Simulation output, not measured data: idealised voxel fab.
Process module name: voxel self aligned contacts
Square cells of 5 nm make up the cross-section cut, whose width is 215 nm.
Cross-section layout: square cells on a grid; listed as bands, top to bottom; a band spans one or more cell rows. This entry defines a band. It first specifies the height of the band's top and the height of its bottom in nm, and then specifies the band's materials from left to right, stating each material with its width in nm. The word "all across" identifies a single material that fills the band from edge to edge, while the word "blank" identifies empty space. Convention: height 0 is the level below which the wafer, as received, is all one material. The lowest band does not terminate at the bottom but continues downward, represented as "0 and below". Graded width ("30..40"): value in top row of band = first number; value in bottom row = second number; row-to-row change constant. "nothing got changed" -> step changed no cross-section cell. Basically, "Entrapped void list" tells you about the enclosed voids: empty spaces with no open way to the top, 8 cells or bigger, each written width x height at distance, where distance is from the left edge, all in nm. after a step's settings: what the simulator itself notes on the step. "overlay nm" on a masked step: distance the mask lay right of its planned place, negative for left. The remainder of this document consists of a sequence of paired cross-sections. Each pair presents the cross-section prior to one process step together with the cross-section following it, the latter being rendered only as deep as the lowest band that underwent change. The intervening step, together with its settings, is stated beneath each pair. Because the pairs may originate from different runs of this module on the same starting wafer, a given pair is to be read as continuing from the preceding pair only where its entry headed "Prior to processing" so indicates.
### Prior to processing
  0 and below: Si all across
  Entrapped void list: none
### Post-Step Appearance
  0 down to -5: SiO2 all across
  Under -5: no change, same as before.
  Entrapped void list: none
Looking at the two cross-sections above, the step in the middle is OXIDIZE: depth nm 5
Prior to processing: after-state, pair directly above.
### Post-Step Appearance
  25 down to 0: polySi all across
  Under 0: no change, same as before.
  Entrapped void list: none
Looking at the two cross-sections above, the step in the middle is DIRECTIONAL_DEP: material polySi, thk nm 25
Prior to processing: after-state, pair directly above.
### Post-Step Appearance
  40 down to 25: SiN all across
  Under 25: no change, same as before.
  Entrapped void list: none
Looking at the two cross-sections above, the step in the middle is DIRECTIONAL_DEP: material SiN, thk nm 15
Prior to processing: after-state, pair directly above.
### Post-Step Appearance
  60 down to 40: 55 of blank  35 of resist  30 of blank  35 of resist  60 of blank
  Under 40: no change, same as before.
  Entrapped void list: none
Looking at the two cross-sections above, the step in the middle is PATTERN: tone cover, mask id GATE, material resist, width nm 35, pitch nm 65, thk nm 20, overlay nm 0
Prior to processing: after-state, pair directly above.
### Post-Step Appearance
  60 down to 40: 55 of blank  35 of resist  30 of blank  35 of resist  60 of blank
  40 down to 25: 55 of blank  35 of SiN  30 of blank  35 of SiN  60 of blank
  Under 25: no change, same as before.
  Entrapped void list: none
Looking at the two cross-sections above, the step in the middle is DIRECTIONAL_ETCH: etch materials SiN, depth nm 15
Prior to processing: after-state, pair directly above.
### Post-Step Appearance
  60 down to 40: 55 of blank  35 of resist  30 of blank  35 of resist  60 of blank
  40 down to 25: 55 of blank  35 of SiN  30 of blank  35 of SiN  60 of blank
  25 down to 0: 55 of blank  35 of polySi  30 of blank  35 of polySi  60 of blank
  Under 0: no change, same as before.
  Entrapped void list: none
Looking at the two cross-sections above, the step in the middle is DIRECTIONAL_ETCH: etch materials polySi, depth nm 25
Prior to processing: after-state, pair directly above.
### Post-Step Appearance
  40 down to 25: 55 of blank  35 of SiN  30 of blank  35 of SiN  60 of blank
  Under 25: no change, same as before.
  Entrapped void list: none
Looking at the two cross-sections above, the step in the middle is STRIP: etch materials resist
Prior to processing: after-state, pair directly above.
### Post-Step Appearance
  45 down to 25: 50 of blank  45 of SiN  20 of blank  45 of SiN  55 of blank
  25 down to 5: 50 of blank  5 of SiN  35 of polySi  5 of SiN  20 of blank  5 of SiN  35 of polySi  5 of SiN  55 of blank
  5 down to 0: 55 of SiN  35 of polySi  30 of SiN  35 of polySi  60 of SiN
  Under 0: no change, same as before.
  Entrapped void list: none
Looking at the two cross-sections above, the step in the middle is CONFORMAL_DEP: material SiN, thk nm 5
Prior to processing: after-state, pair directly above.
### Post-Step Appearance
  40 down to 25: 50 of blank  45 of SiN  20 of blank  45 of SiN  55 of blank
  25 down to 0: 50 of blank  5 of SiN  35 of polySi  5 of SiN  20 of blank  5 of SiN  35 of polySi  5 of SiN  55 of blank
  Under 0: no change, same as before.
  Entrapped void list: none
Looking at the two cross-sections above, the step in the middle is DIRECTIONAL_ETCH: etch materials SiN, depth nm 5
Prior to processing: after-state, pair directly above.
### Post-Step Appearance
  55 down to 40: SiO2 all across
  40 down to 25: 50 of SiO2  45 of SiN  20 of SiO2  45 of SiN  55 of SiO2
  25 down to 0: 50 of SiO2  5 of SiN  35 of polySi  5 of SiN  20 of SiO2  5 of SiN  35 of polySi  5 of SiN  55 of SiO2
  Under 0: no change, same as before.
  Entrapped void list: none
Looking at the two cross-sections above, the step in the middle is FILL_DEP: material SiO2, thk nm 15
Prior to processing: after-state, pair directly above.
### Post-Step Appearance
  45 down to 40: SiO2 all across
  Under 40: no change, same as before.
  Entrapped void list: none
Looking at the two cross-sections above, the step in the middle is CMP: height nm 45
Prior to processing: after-state, pair directly above.
### Post-Step Appearance
  45 down to 40: 85 of SiO2  40 of blank  90 of SiO2
  40 down to 25: 50 of SiO2  45 of SiN  20 of blank  45 of SiN  55 of SiO2
  25 down to 0: 50 of SiO2  5 of SiN  35 of polySi  5 of SiN  20 of blank  5 of SiN  35 of polySi  5 of SiN  55 of SiO2
  0 down to -5: 95 of SiO2  20 of blank  100 of SiO2
  Under -5: no change, same as before.
  Entrapped void list: none
Looking at the two cross-sections above, the step in the middle is MASKED_ETCH: tone open, mask id CONTACT, width nm 40, etch materials SiO2, depth nm 50, overlay nm 0
Prior to processing: after-state, pair directly above.
### Post-Step Appearance
  50 down to 45: 90 of TiN  30 of blank  95 of TiN
  45 down to 40: 85 of SiO2  15 of TiN  10 of blank  15 of TiN  90 of SiO2
  40 down to 25: 50 of SiO2  45 of SiN  5 of TiN  10 of blank  5 of TiN  45 of SiN  55 of SiO2
  25 down to 0: 50 of SiO2  5 of SiN  35 of polySi  5 of SiN  5 of TiN  10 of blank  5 of TiN  5 of SiN  35 of polySi  5 of SiN  55 of SiO2
  0 down to -5: 95 of SiO2  20 of TiN  100 of SiO2
  Under -5: no change, same as before.
  Entrapped void list: none
Looking at the two cross-sections above, the step in the middle is CONFORMAL_DEP: material TiN, thk nm 5
Prior to processing: after-state, pair directly above.
### Post-Step Appearance
  60 down to 50: Ru all across
  50 down to 45: 90 of TiN  30 of Ru  95 of TiN
  45 down to 40: 85 of SiO2  15 of TiN  10 of Ru  15 of TiN  90 of SiO2
  40 down to 25: 50 of SiO2  45 of SiN  5 of TiN  10 of Ru  5 of TiN  45 of SiN  55 of SiO2
  25 down to 0: 50 of SiO2  5 of SiN  35 of polySi  5 of SiN  5 of TiN  10 of Ru  5 of TiN  5 of SiN  35 of polySi  5 of SiN  55 of SiO2
  Under 0: no change, same as before.
  Entrapped void list: none
Looking at the two cross-sections above, the step in the middle is FILL_DEP: material Ru, thk nm 10
Prior to processing: after-state, pair directly above.
### Post-Step Appearance
  45 down to 40: 85 of SiO2  15 of TiN  10 of Ru  15 of TiN  90 of SiO2
  Under 40: no change, same as before.
  Entrapped void list: none
Looking at the two cross-sections above, the step in the middle is CMP: height nm 45
Prior to processing: after-state, pair directly above.
### Post-Step Appearance
  50 down to 45: SiCN all across
  Under 45: no change, same as before.
  Entrapped void list: none
Looking at the two cross-sections above, the step in the middle is CONFORMAL_DEP: material SiCN, thk nm 5
### Prior to processing
  60 down to 50: Ru all across
  50 down to 45: 90 of TiN  30 of Ru  95 of TiN
  45 down to 40: 85 of SiO2  15 of TiN  10 of Ru  15 of TiN  90 of SiO2
  40 down to 25: 50 of SiO2  45 of SiN  5 of TiN  10 of Ru  5 of TiN  45 of SiN  55 of SiO2
  25 down to 0: 50 of SiO2  5 of SiN  35 of polySi  5 of SiN  5 of TiN  10 of Ru  5 of TiN  5 of SiN  35 of polySi  5 of SiN  55 of SiO2
  0 down to -5: 95 of SiO2  20 of TiN  100 of SiO2
  -5 and below: Si all across
  Entrapped void list: none
### Post-Step Appearance
  65 down to 60: SiCN all across
  Under 60: no change, same as before.
  Entrapped void list: none
Looking at the two cross-sections above, the step in the middle is CONFORMAL_DEP: material SiCN, thk nm 5
### Prior to processing
  25 down to 0: polySi all across
  0 down to -5: SiO2 all across
  -5 and below: Si all across
  Entrapped void list: none
### Post-Step Appearance
  50 down to 0: polySi all across
  Under 0: no change, same as before.
  Entrapped void list: none
Looking at the two cross-sections above, the step in the middle is DIRECTIONAL_DEP: material polySi, thk nm 25
Prior to processing: after-state, pair directly above.
### Post-Step Appearance
  65 down to 50: SiN all across
  Under 50: no change, same as before.
  Entrapped void list: none
Looking at the two cross-sections above, the step in the middle is DIRECTIONAL_DEP: material SiN, thk nm 15
Prior to processing: after-state, pair directly above.
### Post-Step Appearance
  85 down to 65: 55 of blank  35 of resist  30 of blank  35 of resist  60 of blank
  Under 65: no change, same as before.
  Entrapped void list: none
Looking at the two cross-sections above, the step in the middle is PATTERN: tone cover, mask id GATE, material resist, width nm 35, pitch nm 65, thk nm 20, overlay nm 0
Prior to processing: after-state, pair directly above.
### Post-Step Appearance
  85 down to 65: 55 of blank  35 of resist  30 of blank  35 of resist  60 of blank
  65 down to 50: 55 of blank  35 of SiN  30 of blank  35 of SiN  60 of blank
  Under 50: no change, same as before.
  Entrapped void list: none
Looking at the two cross-sections above, the step in the middle is DIRECTIONAL_ETCH: etch materials SiN, depth nm 15
Prior to processing: after-state, pair directly above.
### Post-Step Appearance
  85 down to 65: 55 of blank  35 of resist  30 of blank  35 of resist  60 of blank
  65 down to 50: 55 of blank  35 of SiN  30 of blank  35 of SiN  60 of blank
  50 down to 25: 55 of blank  35 of polySi  30 of blank  35 of polySi  60 of blank
  Under 25: no change, same as before.
  Entrapped void list: none
Looking at the two cross-sections above, the step in the middle is DIRECTIONAL_ETCH: etch materials polySi, depth nm 25
Prior to processing: after-state, pair directly above.
### Post-Step Appearance
  65 down to 50: 55 of blank  35 of SiN  30 of blank  35 of SiN  60 of blank
  Under 50: no change, same as before.
  Entrapped void list: none
Looking at the two cross-sections above, the step in the middle is STRIP: etch materials resist
Prior to processing: after-state, pair directly above.
### Post-Step Appearance
  70 down to 50: 50 of blank  45 of SiN  20 of blank  45 of SiN  55 of blank
  50 down to 30: 50 of blank  5 of SiN  35 of polySi  5 of SiN  20 of blank  5 of SiN  35 of polySi  5 of SiN  55 of blank
  30 down to 25: 55 of SiN  35 of polySi  30 of SiN  35 of polySi  60 of SiN
  Under 25: no change, same as before.
  Entrapped void list: none
Looking at the two cross-sections above, the step in the middle is CONFORMAL_DEP: material SiN, thk nm 5
Prior to processing: after-state, pair directly above.
### Post-Step Appearance
  65 down to 50: 50 of blank  45 of SiN  20 of blank  45 of SiN  55 of blank
  50 down to 25: 50 of blank  5 of SiN  35 of polySi  5 of SiN  20 of blank  5 of SiN  35 of polySi  5 of SiN  55 of blank
  Under 25: no change, same as before.
  Entrapped void list: none
Looking at the two cross-sections above, the step in the middle is DIRECTIONAL_ETCH: etch materials SiN, depth nm 5
Prior to processing: after-state, pair directly above.
### Post-Step Appearance
  80 down to 65: SiO2 all across
  65 down to 50: 50 of SiO2  45 of SiN  20 of SiO2  45 of SiN  55 of SiO2
  50 down to 25: 50 of SiO2  5 of SiN  35 of polySi  5 of SiN  20 of SiO2  5 of SiN  35 of polySi  5 of SiN  55 of SiO2
  Under 25: no change, same as before.
  Entrapped void list: none
Looking at the two cross-sections above, the step in the middle is FILL_DEP: material SiO2, thk nm 15
Prior to processing: after-state, pair directly above.
### Post-Step Appearance
  45 down to 25: 50 of SiO2  5 of SiN  35 of polySi  5 of SiN  20 of SiO2  5 of SiN  35 of polySi  5 of SiN  55 of SiO2
  Under 25: no change, same as before.
  Entrapped void list: none
Looking at the two cross-sections above, the step in the middle is CMP: height nm 45
Prior to processing: after-state, pair directly above.
### Post-Step Appearance
  45 down to 25: 50 of SiO2  5 of SiN  35 of polySi  5 of SiN  20 of blank  5 of SiN  35 of polySi  5 of SiN  55 of SiO2
  Under 25: no change, same as before.
  Entrapped void list: none
Looking at the two cross-sections above, the step in the middle is MASKED_ETCH: tone open, mask id CONTACT, width nm 40, etch materials SiO2, depth nm 50, overlay nm 0
Prior to processing: after-state, pair directly above.
### Post-Step Appearance
  50 down to 45: 100 of TiN  10 of blank  105 of TiN
  45 down to 30: 50 of SiO2  5 of SiN  35 of polySi  5 of SiN  5 of TiN  10 of blank  5 of TiN  5 of SiN  35 of polySi  5 of SiN  55 of SiO2
  30 down to 25: 50 of SiO2  5 of SiN  35 of polySi  5 of SiN  20 of TiN  5 of SiN  35 of polySi  5 of SiN  55 of SiO2
  Under 25: no change, same as before.
  Entrapped void list: none
Looking at the two cross-sections above, the step in the middle is CONFORMAL_DEP: material TiN, thk nm 5
Prior to processing: after-state, pair directly above.
### Post-Step Appearance
  60 down to 50: Ru all across
  50 down to 45: 100 of TiN  10 of Ru  105 of TiN
  45 down to 30: 50 of SiO2  5 of SiN  35 of polySi  5 of SiN  5 of TiN  10 of Ru  5 of TiN  5 of SiN  35 of polySi  5 of SiN  55 of SiO2
  Under 30: no change, same as before.
  Entrapped void list: none
Looking at the two cross-sections above, the step in the middle is FILL_DEP: material Ru, thk nm 10
Prior to processing: after-state, pair directly above.
### Post-Step Appearance
  45 down to 30: 50 of SiO2  5 of SiN  35 of polySi  5 of SiN  5 of TiN  10 of Ru  5 of TiN  5 of SiN  35 of polySi  5 of SiN  55 of SiO2
  Under 30: no change, same as before.
  Entrapped void list: none
Looking at the two cross-sections above, the step in the middle is CMP: height nm 45
Prior to processing: after-state, pair directly above.
### Post-Step Appearance
  50 down to 45: SiCN all across
  Under 45: no change, same as before.
  Entrapped void list: none
Looking at the two cross-sections above, the step in the middle is CONFORMAL_DEP: material SiCN, thk nm 5
### Prior to processing
  0 and below: Si all across
  Entrapped void list: none
### Post-Step Appearance
  25 down to 0: polySi all across
  Under 0: no change, same as before.
  Entrapped void list: none
Looking at the two cross-sections above, the step in the middle is DIRECTIONAL_DEP: material polySi, thk nm 25
Prior to processing: after-state, pair directly above.
### Post-Step Appearance
  25 down to 20: SiO2 all across
  Under 20: no change, same as before.
  Entrapped void list: none
Looking at the two cross-sections above, the step in the middle is OXIDIZE: depth nm 5
Prior to processing: after-state, pair directly above.
### Post-Step Appearance
  40 down to 25: SiN all across
  Under 25: no change, same as before.
  Entrapped void list: none
Looking at the two cross-sections above, the step in the middle is DIRECTIONAL_DEP: material SiN, thk nm 15
Prior to processing: after-state, pair directly above.
### Post-Step Appearance
  60 down to 40: 55 of blank  35 of resist  30 of blank  35 of resist  60 of blank
  Under 40: no change, same as before.
  Entrapped void list: none
Looking at the two cross-sections above, the step in the middle is PATTERN: tone cover, mask id GATE, material resist, width nm 35, pitch nm 65, thk nm 20, overlay nm 0
Prior to processing: after-state, pair directly above.
### Post-Step Appearance
  60 down to 40: 55 of blank  35 of resist  30 of blank  35 of resist  60 of blank
  40 down to 25: 55 of blank  35 of SiN  30 of blank  35 of SiN  60 of blank
  Under 25: no change, same as before.
  Entrapped void list: none
Looking at the two cross-sections above, the step in the middle is DIRECTIONAL_ETCH: etch materials SiN, depth nm 15
Prior to processing: after-state, pair directly above.
### Post-Step Appearance
  40 down to 25: 55 of blank  35 of SiN  30 of blank  35 of SiN  60 of blank
  Under 25: no change, same as before.
  Entrapped void list: none
Looking at the two cross-sections above, the step in the middle is STRIP: etch materials resist
Prior to processing: after-state, pair directly above.
### Post-Step Appearance
  45 down to 30: 50 of blank  45 of SiN  20 of blank  45 of SiN  55 of blank
  30 down to 25: SiN all across
  Under 25: no change, same as before.
  Entrapped void list: none
Looking at the two cross-sections above, the step in the middle is CONFORMAL_DEP: material SiN, thk nm 5
Prior to processing: after-state, pair directly above.
### Post-Step Appearance
  40 down to 25: 50 of blank  45 of SiN  20 of blank  45 of SiN  55 of blank
  Under 25: no change, same as before.
  Entrapped void list: none
Looking at the two cross-sections above, the step in the middle is DIRECTIONAL_ETCH: etch materials SiN, depth nm 5
Prior to processing: after-state, pair directly above.
### Post-Step Appearance
  55 down to 40: SiO2 all across
  40 down to 25: 50 of SiO2  45 of SiN  20 of SiO2  45 of SiN  55 of SiO2
  Under 25: no change, same as before.
  Entrapped void list: none
Looking at the two cross-sections above, the step in the middle is FILL_DEP: material SiO2, thk nm 15
Prior to processing: after-state, pair directly above.
### Post-Step Appearance
  45 down to 40: SiO2 all across
  Under 40: no change, same as before.
  Entrapped void list: none
Looking at the two cross-sections above, the step in the middle is CMP: height nm 45
Prior to processing: after-state, pair directly above.
### Post-Step Appearance
  45 down to 40: 85 of SiO2  40 of blank  90 of SiO2
  40 down to 25: 50 of SiO2  45 of SiN  20 of blank  45 of SiN  55 of SiO2
  25 down to 20: 95 of SiO2  20 of blank  100 of SiO2
  Under 20: no change, same as before.
  Entrapped void list: none
Looking at the two cross-sections above, the step in the middle is MASKED_ETCH: tone open, mask id CONTACT, width nm 40, etch materials SiO2, depth nm 50, overlay nm 0
Prior to processing: after-state, pair directly above.
### Post-Step Appearance
  50 down to 45: 90 of TiN  30 of blank  95 of TiN
  45 down to 40: 85 of SiO2  15 of TiN  10 of blank  15 of TiN  90 of SiO2
  40 down to 25: 50 of SiO2  45 of SiN  5 of TiN  10 of blank  5 of TiN  45 of SiN  55 of SiO2
  25 down to 20: 95 of SiO2  20 of TiN  100 of SiO2
  Under 20: no change, same as before.
  Entrapped void list: none
Looking at the two cross-sections above, the step in the middle is CONFORMAL_DEP: material TiN, thk nm 5
Prior to processing: after-state, pair directly above.
### Post-Step Appearance
  60 down to 50: Ru all across
  50 down to 45: 90 of TiN  30 of Ru  95 of TiN
  45 down to 40: 85 of SiO2  15 of TiN  10 of Ru  15 of TiN  90 of SiO2
  40 down to 25: 50 of SiO2  45 of SiN  5 of TiN  10 of Ru  5 of TiN  45 of SiN  55 of SiO2
  Under 25: no change, same as before.
  Entrapped void list: none
Looking at the two cross-sections above, the step in the middle is FILL_DEP: material Ru, thk nm 10
Prior to processing: after-state, pair directly above.
### Post-Step Appearance
  45 down to 40: 85 of SiO2  15 of TiN  10 of Ru  15 of TiN  90 of SiO2
  Under 40: no change, same as before.
  Entrapped void list: none
Looking at the two cross-sections above, the step in the middle is CMP: height nm 45
Prior to processing: after-state, pair directly above.
### Post-Step Appearance
  50 down to 45: SiCN all across
  Under 45: no change, same as before.
  Entrapped void list: none
Looking at the two cross-sections above, the step in the middle is CONFORMAL_DEP: material SiCN, thk nm 5
### Prior to processing
  0 and below: Si all across
  Entrapped void list: none
### Post-Step Appearance
  0 down to -15: SiO2 all across
  Under -15: no change, same as before.
  Entrapped void list: none
Looking at the two cross-sections above, the step in the middle is OXIDIZE: depth nm 15
Prior to processing: after-state, pair directly above.
### Post-Step Appearance
  25 down to 0: polySi all across
  Under 0: no change, same as before.
  Entrapped void list: none
Looking at the two cross-sections above, the step in the middle is DIRECTIONAL_DEP: material polySi, thk nm 25
Prior to processing: after-state, pair directly above.
### Post-Step Appearance
  40 down to 25: SiN all across
  Under 25: no change, same as before.
  Entrapped void list: none
Looking at the two cross-sections above, the step in the middle is DIRECTIONAL_DEP: material SiN, thk nm 15
Prior to processing: after-state, pair directly above.
### Post-Step Appearance
  60 down to 40: 55 of blank  35 of resist  30 of blank  35 of resist  60 of blank
  Under 40: no change, same as before.
  Entrapped void list: none
Looking at the two cross-sections above, the step in the middle is PATTERN: tone cover, mask id GATE, material resist, width nm 35, pitch nm 65, thk nm 20, overlay nm 0
Prior to processing: after-state, pair directly above.
### Post-Step Appearance
  60 down to 40: 55 of blank  35 of resist  30 of blank  35 of resist  60 of blank
  40 down to 25: 55 of blank  35 of SiN  30 of blank  35 of SiN  60 of blank
  Under 25: no change, same as before.
  Entrapped void list: none
Looking at the two cross-sections above, the step in the middle is DIRECTIONAL_ETCH: etch materials SiN, depth nm 15
Prior to processing: after-state, pair directly above.
### Post-Step Appearance
  60 down to 40: 55 of blank  35 of resist  30 of blank  35 of resist  60 of blank
  40 down to 25: 55 of blank  35 of SiN  30 of blank  35 of SiN  60 of blank
  25 down to 0: 55 of blank  35 of polySi  30 of blank  35 of polySi  60 of blank
  Under 0: no change, same as before.
  Entrapped void list: none
Looking at the two cross-sections above, the step in the middle is DIRECTIONAL_ETCH: etch materials polySi, depth nm 25
Prior to processing: after-state, pair directly above.
### Post-Step Appearance
  40 down to 25: 55 of blank  35 of SiN  30 of blank  35 of SiN  60 of blank
  Under 25: no change, same as before.
  Entrapped void list: none
Looking at the two cross-sections above, the step in the middle is STRIP: etch materials resist
Prior to processing: after-state, pair directly above.
### Post-Step Appearance
  45 down to 25: 50 of blank  45 of SiN  20 of blank  45 of SiN  55 of blank
  25 down to 5: 50 of blank  5 of SiN  35 of polySi  5 of SiN  20 of blank  5 of SiN  35 of polySi  5 of SiN  55 of blank
  5 down to 0: 55 of SiN  35 of polySi  30 of SiN  35 of polySi  60 of SiN
  Under 0: no change, same as before.
  Entrapped void list: none
Looking at the two cross-sections above, the step in the middle is CONFORMAL_DEP: material SiN, thk nm 5
Prior to processing: after-state, pair directly above.
### Post-Step Appearance
  40 down to 25: 50 of blank  45 of SiN  20 of blank  45 of SiN  55 of blank
  25 down to 0: 50 of blank  5 of SiN  35 of polySi  5 of SiN  20 of blank  5 of SiN  35 of polySi  5 of SiN  55 of blank
  Under 0: no change, same as before.
  Entrapped void list: none
Looking at the two cross-sections above, the step in the middle is DIRECTIONAL_ETCH: etch materials SiN, depth nm 5
Prior to processing: after-state, pair directly above.
### Post-Step Appearance
  55 down to 40: SiO2 all across
  40 down to 25: 50 of SiO2  45 of SiN  20 of SiO2  45 of SiN  55 of SiO2
  25 down to 0: 50 of SiO2  5 of SiN  35 of polySi  5 of SiN  20 of SiO2  5 of SiN  35 of polySi  5 of SiN  55 of SiO2
  Under 0: no change, same as before.
  Entrapped void list: none
Looking at the two cross-sections above, the step in the middle is FILL_DEP: material SiO2, thk nm 15
Prior to processing: after-state, pair directly above.
### Post-Step Appearance
  45 down to 40: SiO2 all across
  Under 40: no change, same as before.
  Entrapped void list: none
Looking at the two cross-sections above, the step in the middle is CMP: height nm 45
Prior to processing: after-state, pair directly above.
### Post-Step Appearance
  45 down to 40: 85 of SiO2  40 of blank  90 of SiO2
  40 down to 25: 50 of SiO2  45 of SiN  20 of blank  45 of SiN  55 of SiO2
  25 down to 0: 50 of SiO2  5 of SiN  35 of polySi  5 of SiN  20 of blank  5 of SiN  35 of polySi  5 of SiN  55 of SiO2
  0 down to -5: 95 of SiO2  20 of blank  100 of SiO2
  Under -5: no change, same as before.
  Entrapped void list: none
Looking at the two cross-sections above, the step in the middle is MASKED_ETCH: tone open, mask id CONTACT, width nm 40, etch materials SiO2, depth nm 50, overlay nm 0
Prior to processing: after-state, pair directly above.
### Post-Step Appearance
  50 down to 45: 90 of TiN  30 of blank  95 of TiN
  45 down to 40: 85 of SiO2  15 of TiN  10 of blank  15 of TiN  90 of SiO2
  40 down to 25: 50 of SiO2  45 of SiN  5 of TiN  10 of blank  5 of TiN  45 of SiN  55 of SiO2
  25 down to 0: 50 of SiO2  5 of SiN  35 of polySi  5 of SiN  5 of TiN  10 of blank  5 of TiN  5 of SiN  35 of polySi  5 of SiN  55 of SiO2
  0 down to -5: 95 of SiO2  20 of TiN  100 of SiO2
  Under -5: no change, same as before.
  Entrapped void list: none
Looking at the two cross-sections above, the step in the middle is CONFORMAL_DEP: material TiN, thk nm 5
Prior to processing: after-state, pair directly above.
### Post-Step Appearance
  60 down to 50: Ru all across
  50 down to 45: 90 of TiN  30 of Ru  95 of TiN
  45 down to 40: 85 of SiO2  15 of TiN  10 of Ru  15 of TiN  90 of SiO2
  40 down to 25: 50 of SiO2  45 of SiN  5 of TiN  10 of Ru  5 of TiN  45 of SiN  55 of SiO2
  25 down to 0: 50 of SiO2  5 of SiN  35 of polySi  5 of SiN  5 of TiN  10 of Ru  5 of TiN  5 of SiN  35 of polySi  5 of SiN  55 of SiO2
  Under 0: no change, same as before.
  Entrapped void list: none
Looking at the two cross-sections above, the step in the middle is FILL_DEP: material Ru, thk nm 10
Prior to processing: after-state, pair directly above.
### Post-Step Appearance
  45 down to 40: 85 of SiO2  15 of TiN  10 of Ru  15 of TiN  90 of SiO2
  Under 40: no change, same as before.
  Entrapped void list: none
Looking at the two cross-sections above, the step in the middle is CMP: height nm 45
Prior to processing: after-state, pair directly above.
### Post-Step Appearance
  50 down to 45: SiCN all across
  Under 45: no change, same as before.
  Entrapped void list: none
Looking at the two cross-sections above, the step in the middle is CONFORMAL_DEP: material SiCN, thk nm 5
### Prior to processing
  45 down to 40: SiO2 all across
  40 down to 25: 50 of SiO2  45 of SiN  20 of SiO2  45 of SiN  55 of SiO2
  25 down to 0: 50 of SiO2  5 of SiN  35 of polySi  5 of SiN  20 of SiO2  5 of SiN  35 of polySi  5 of SiN  55 of SiO2
  0 down to -5: SiO2 all across
  -5 and below: Si all across
  Entrapped void list: none
### Post-Step Appearance
  45 down to 40: 80 of SiO2  50 of blank  85 of SiO2
  40 down to 25: 50 of SiO2  45 of SiN  20 of blank  45 of SiN  55 of SiO2
  25 down to 0: 50 of SiO2  5 of SiN  35 of polySi  5 of SiN  20 of blank  5 of SiN  35 of polySi  5 of SiN  55 of SiO2
  0 down to -5: 95 of SiO2  20 of blank  100 of SiO2
  Under -5: no change, same as before.
  Entrapped void list: none
Looking at the two cross-sections above, the step in the middle is MASKED_ETCH: tone open, mask id CONTACT, width nm 50, etch materials SiO2, depth nm 50, overlay nm 0
Prior to processing: after-state, pair directly above.
### Post-Step Appearance
  50 down to 45: 85 of TiN  40 of blank  90 of TiN
  45 down to 40: 80 of SiO2  20 of TiN  10 of blank  20 of TiN  85 of SiO2
  40 down to 25: 50 of SiO2  45 of SiN  5 of TiN  10 of blank  5 of TiN  45 of SiN  55 of SiO2
  25 down to 0: 50 of SiO2  5 of SiN  35 of polySi  5 of SiN  5 of TiN  10 of blank  5 of TiN  5 of SiN  35 of polySi  5 of SiN  55 of SiO2
  0 down to -5: 95 of SiO2  20 of TiN  100 of SiO2
  Under -5: no change, same as before.
  Entrapped void list: none
Looking at the two cross-sections above, the step in the middle is CONFORMAL_DEP: material TiN, thk nm 5
Prior to processing: after-state, pair directly above.
### Post-Step Appearance
  60 down to 50: Ru all across
  50 down to 45: 85 of TiN  40 of Ru  90 of TiN
  45 down to 40: 80 of SiO2  20 of TiN  10 of Ru  20 of TiN  85 of SiO2
  40 down to 25: 50 of SiO2  45 of SiN  5 of TiN  10 of Ru  5 of TiN  45 of SiN  55 of SiO2
  25 down to 0: 50 of SiO2  5 of SiN  35 of polySi  5 of SiN  5 of TiN  10 of Ru  5 of TiN  5 of SiN  35 of polySi  5 of SiN  55 of SiO2
  Under 0: no change, same as before.
  Entrapped void list: none
Looking at the two cross-sections above, the step in the middle is FILL_DEP: material Ru, thk nm 10
Prior to processing: after-state, pair directly above.
### Post-Step Appearance
  45 down to 40: 80 of SiO2  20 of TiN  10 of Ru  20 of TiN  85 of SiO2
  Under 40: no change, same as before.
  Entrapped void list: none
Looking at the two cross-sections above, the step in the middle is CMP: height nm 45
Prior to processing: after-state, pair directly above.
### Post-Step Appearance
  50 down to 45: SiCN all across
  Under 45: no change, same as before.
  Entrapped void list: none
Looking at the two cross-sections above, the step in the middle is CONFORMAL_DEP: material SiCN, thk nm 5
### Prior to processing
  40 down to 25: SiN all across
  25 down to 0: polySi all across
  0 down to -5: SiO2 all across
  -5 and below: Si all across
  Entrapped void list: none
### Post-Step Appearance
  60 down to 40: 45 of blank  35 of resist  30 of blank  35 of resist  70 of blank
  Under 40: no change, same as before.
  Entrapped void list: none
Looking at the two cross-sections above, the step in the middle is PATTERN: tone cover, mask id GATE, material resist, width nm 35, pitch nm 65, thk nm 20, overlay nm -10
Prior to processing: after-state, pair directly above.
### Post-Step Appearance
  60 down to 40: 45 of blank  35 of resist  30 of blank  35 of resist  70 of blank
  40 down to 25: 45 of blank  35 of SiN  30 of blank  35 of SiN  70 of blank
  Under 25: no change, same as before.
  Entrapped void list: none
Looking at the two cross-sections above, the step in the middle is DIRECTIONAL_ETCH: etch materials SiN, depth nm 15
Prior to processing: after-state, pair directly above.
### Post-Step Appearance
  60 down to 40: 45 of blank  35 of resist  30 of blank  35 of resist  70 of blank
  40 down to 25: 45 of blank  35 of SiN  30 of blank  35 of SiN  70 of blank
  25 down to 0: 45 of blank  35 of polySi  30 of blank  35 of polySi  70 of blank
  Under 0: no change, same as before.
  Entrapped void list: none
Looking at the two cross-sections above, the step in the middle is DIRECTIONAL_ETCH: etch materials polySi, depth nm 25
Prior to processing: after-state, pair directly above.
### Post-Step Appearance
  40 down to 25: 45 of blank  35 of SiN  30 of blank  35 of SiN  70 of blank
  Under 25: no change, same as before.
  Entrapped void list: none
Looking at the two cross-sections above, the step in the middle is STRIP: etch materials resist
Prior to processing: after-state, pair directly above.
### Post-Step Appearance
  45 down to 25: 40 of blank  45 of SiN  20 of blank  45 of SiN  65 of blank
  25 down to 5: 40 of blank  5 of SiN  35 of polySi  5 of SiN  20 of blank  5 of SiN  35 of polySi  5 of SiN  65 of blank
  5 down to 0: 45 of SiN  35 of polySi  30 of SiN  35 of polySi  70 of SiN
  Under 0: no change, same as before.
  Entrapped void list: none
Looking at the two cross-sections above, the step in the middle is CONFORMAL_DEP: material SiN, thk nm 5
Prior to processing: after-state, pair directly above.
### Post-Step Appearance
  40 down to 25: 40 of blank  45 of SiN  20 of blank  45 of SiN  65 of blank
  25 down to 0: 40 of blank  5 of SiN  35 of polySi  5 of SiN  20 of blank  5 of SiN  35 of polySi  5 of SiN  65 of blank
  Under 0: no change, same as before.
  Entrapped void list: none
Looking at the two cross-sections above, the step in the middle is DIRECTIONAL_ETCH: etch materials SiN, depth nm 5
Prior to processing: after-state, pair directly above.
### Post-Step Appearance
  55 down to 40: SiO2 all across
  40 down to 25: 40 of SiO2  45 of SiN  20 of SiO2  45 of SiN  65 of SiO2
  25 down to 0: 40 of SiO2  5 of SiN  35 of polySi  5 of SiN  20 of SiO2  5 of SiN  35 of polySi  5 of SiN  65 of SiO2
  Under 0: no change, same as before.
  Entrapped void list: none
Looking at the two cross-sections above, the step in the middle is FILL_DEP: material SiO2, thk nm 15
Prior to processing: after-state, pair directly above.
### Post-Step Appearance
  45 down to 40: SiO2 all across
  Under 40: no change, same as before.
  Entrapped void list: none
Looking at the two cross-sections above, the step in the middle is CMP: height nm 45
